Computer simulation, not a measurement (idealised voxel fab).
process module | voxel air gaps
cross-section cut | 290 nm wide | cells 5 nm
A cross-section is a grid of square cells, given in bands from the top down. A band is one or more rows of cells.
Each band's line starts with the height of the band's top and of its bottom, in nm. Then come its materials from left to right, each with its width in nm. One material with "throughout" fills the band from edge to edge. "air" is empty space.
Height 0 is the level under which the wafer as received is all one material. The lowest band goes on downwards, as in "0 down".
A width such as "30 to 40" changes by the same amount from each row of cells to the next, from the band's top row to its bottom row.
"no change" after a step means that no cell of the cross-section changed.
closed voids: empty space of 8 cells or more with no open way to the top, each as width x height at its distance from the left edge, in nm
after a step's settings: what the simulator itself notes on the step
overlay nm, on a step with a mask: how far to the right of its planned place the mask lay; to the left if negative
plan
1 op RECEIVE | material Si
2 op CONFORMAL_DEP | material SiO2 | thk nm 15
3 op CONFORMAL_DEP | material SiN | thk nm 5
4 op DIRECTIONAL_DEP | material SiO2 | thk nm 30
5 op DIRECTIONAL_DEP | material aC | thk nm 10
6 op PATTERN | tone open | mask id LINES | material resist | width nm 15 | pitch nm 45 | thk nm 30 | overlay nm 0
7 op DIRECTIONAL_ETCH | etch materials aC | depth nm 10
8 op STRIP | etch materials resist
9 op DIRECTIONAL_ETCH | etch materials SiO2 | depth nm 30
10 op STRIP | etch materials aC
11 op CONFORMAL_DEP | material TiN | thk nm 5
12 op FILL_DEP | material Ru | thk nm 10
13 op CMP | height nm 50
14 op EPI | material Ru | thk nm 10
15 op SELECTIVE_ETCH | etch materials SiO2 | depth nm 40
16 op CONFORMAL_DEP | material SiN | thk nm 5
as received, after step 1
  0 down: Si throughout
  closed voids: none
first wafer at the end, as planned
  65 to 60: air 55 | SiN 180 | air 55
  60 to 50: air 55 | SiN 5 | Ru 35 | SiN 10 | Ru 35 | SiN 10 | Ru 35 | SiN 10 | Ru 35 | SiN 5 | air 55
  50 to 45: air 55 | SiN 15 | TiN 5 | Ru 5 | TiN 5 | SiN 30 | TiN 5 | Ru 5 | TiN 5 | SiN 30 | TiN 5 | Ru 5 | TiN 5 | SiN 30 | TiN 5 | Ru 5 | TiN 5 | SiN 15 | air 55
  45 to 25: air 65 | SiN 5 | TiN 5 | Ru 5 | TiN 5 | SiN 5 | air 20 | SiN 5 | TiN 5 | Ru 5 | TiN 5 | SiN 5 | air 20 | SiN 5 | TiN 5 | Ru 5 | TiN 5 | SiN 5 | air 20 | SiN 5 | TiN 5 | Ru 5 | TiN 5 | SiN 5 | air 65
  25 to 20: SiN 70 | TiN 15 | SiN 30 | TiN 15 | SiN 30 | TiN 15 | SiN 30 | TiN 15 | SiN 70
  20 to 15: SiN throughout
  15 to 0: SiO2 throughout
  0 down: Si throughout
  closed voids: 20 x 20 at 90; 20 x 20 at 135; 20 x 20 at 180
second wafer at the end: like start, like plan, one mistake
  60 to 50: air 60 | Ru 35 | air 10 | Ru 35 | air 10 | Ru 35 | air 10 | Ru 35 | air 60
  50 to 25: air 70 | TiN 5 | Ru 5 | TiN 5 | air 30 | TiN 5 | Ru 5 | TiN 5 | air 30 | TiN 5 | Ru 5 | TiN 5 | air 30 | TiN 5 | Ru 5 | TiN 5 | air 70
  25 to 20: air 70 | TiN 15 | air 30 | TiN 15 | air 30 | TiN 15 | air 30 | TiN 15 | air 70
  20 to 15: SiN throughout
  15 to 0: SiO2 throughout
  0 down: Si throughout
  closed voids: none
what went wrong: step 16 was left out
at the end the second wafer has, in cells: 154 fewer of SiN
closed voids at the end (first wafer, second wafer): 3, 0
